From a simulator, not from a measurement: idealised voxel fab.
voxel gate over fins: a process module
The cross-section on display is named cut; it measures 230 nm wide, and its cells are 5 nm squares.
Cross-section spec: square-cell grid; bands listed top down; each band is one or more rows.
Per band: top height and bottom height in nm, followed by the left-to-right materials and their widths in nm; "edge to edge" marks a single material spanning edge to edge, "empty" marks empty space.
Heights are reckoned from 0. Under this level, the received wafer is all of one material. The bottommost band is open-ended downward, for example "from 0 down".
When a width is written as two numbers, as in "30..40", the first number is the width in the top row of cells of the band and the second is the width in its bottom row, and the width changes by the same amount from each row to the next.
Given "no change occurred" for a step, no cell of the cross-section differs between before and after that step.
Under "Tabulated closed voids" you'll find the enclosed gaps, the ones with no way out to the top, that are 8 cells or bigger; each reads width x height at distance, with distance counted from the left edge, everything in nm.
Past the settings on a step's line: simulator remark, on that step.
On any step carrying a mask, the "overlay nm" setting, if present on the step's line, tells how far right of its planned place the mask lay; negative values point to the left.
Steps in the process plan:
| 1 | RECEIVE,material Si |
| 2 | CONFORMAL_DEP,material SiN,thk nm 10 |
| 3 | PATTERN,tone cover,mask id FINS,material resist,width nm 15,pitch nm 35,thk nm 15,overlay nm -15 |
| 4 | DIRECTIONAL_ETCH,etch materials SiN,depth nm 10 |
| 5 | DIRECTIONAL_ETCH,etch materials Si,depth nm 30 |
| 6 | STRIP,etch materials resist |
| 7 | OXIDIZE,depth nm 5 |
| 8 | FILL_DEP,material SiO2,thk nm 15 |
| 9 | CMP,height nm 10 |
| 10 | SELECTIVE_ETCH,etch materials SiO2,depth nm 20 |
| 11 | STRIP,etch materials SiN |
| 12 | CONFORMAL_DEP,material HfO2,thk nm 5 |
| 13 | CONFORMAL_DEP,material TiN,thk nm 5 |
| 14 | CONFORMAL_DEP,material TiAl,thk nm 5 |
| 15 | CONFORMAL_DEP,material TiN,thk nm 5 |
| 16 | FILL_DEP,material W,thk nm 10 |
| 17 | CMP,height nm 25 |
| 18 | CONFORMAL_DEP,material SiCN,thk nm 10 |
Among the wafers covered here, the point of difference is the overlay nm at step 3; their starting state is shared, and the plan presents the value of the first wafer.
So this is the first of several wafers, cross-sectioned as it came to us, meaning it's at the end of step 1:
	from 0 down  Si edge to edge
	Tabulated closed voids: none
The following table contains a row per wafer, in which are reported, at the conclusion of the module, the cells of each material gained (+) or lost (-) since the wafer's receipt, with its closed voids given thereafter:
overlay nm -15 | +58 HfO2 | -301 Si | +92 SiCN | +215 SiO2 | +58 TiAl | +108 TiN | +92 W | Tabulated closed voids: none
overlay nm -10 | +58 HfO2 | -301 Si | +92 SiCN | +215 SiO2 | +58 TiAl | +108 TiN | +92 W | Tabulated closed voids: none
overlay nm -5 | +58 HfO2 | -301 Si | +92 SiCN | +215 SiO2 | +58 TiAl | +108 TiN | +92 W | Tabulated closed voids: none
overlay nm 0 | +58 HfO2 | -301 Si | +92 SiCN | +215 SiO2 | +58 TiAl | +108 TiN | +92 W | Tabulated closed voids: none
overlay nm 5 | +58 HfO2 | -301 Si | +92 SiCN | +215 SiO2 | +58 TiAl | +108 TiN | +92 W | Tabulated closed voids: none
overlay nm 10 | +58 HfO2 | -301 Si | +92 SiCN | +215 SiO2 | +58 TiAl | +108 TiN | +92 W | Tabulated closed voids: none
overlay nm 15 | +58 HfO2 | -301 Si | +92 SiCN | +215 SiO2 | +58 TiAl | +108 TiN | +92 W | Tabulated closed voids: none
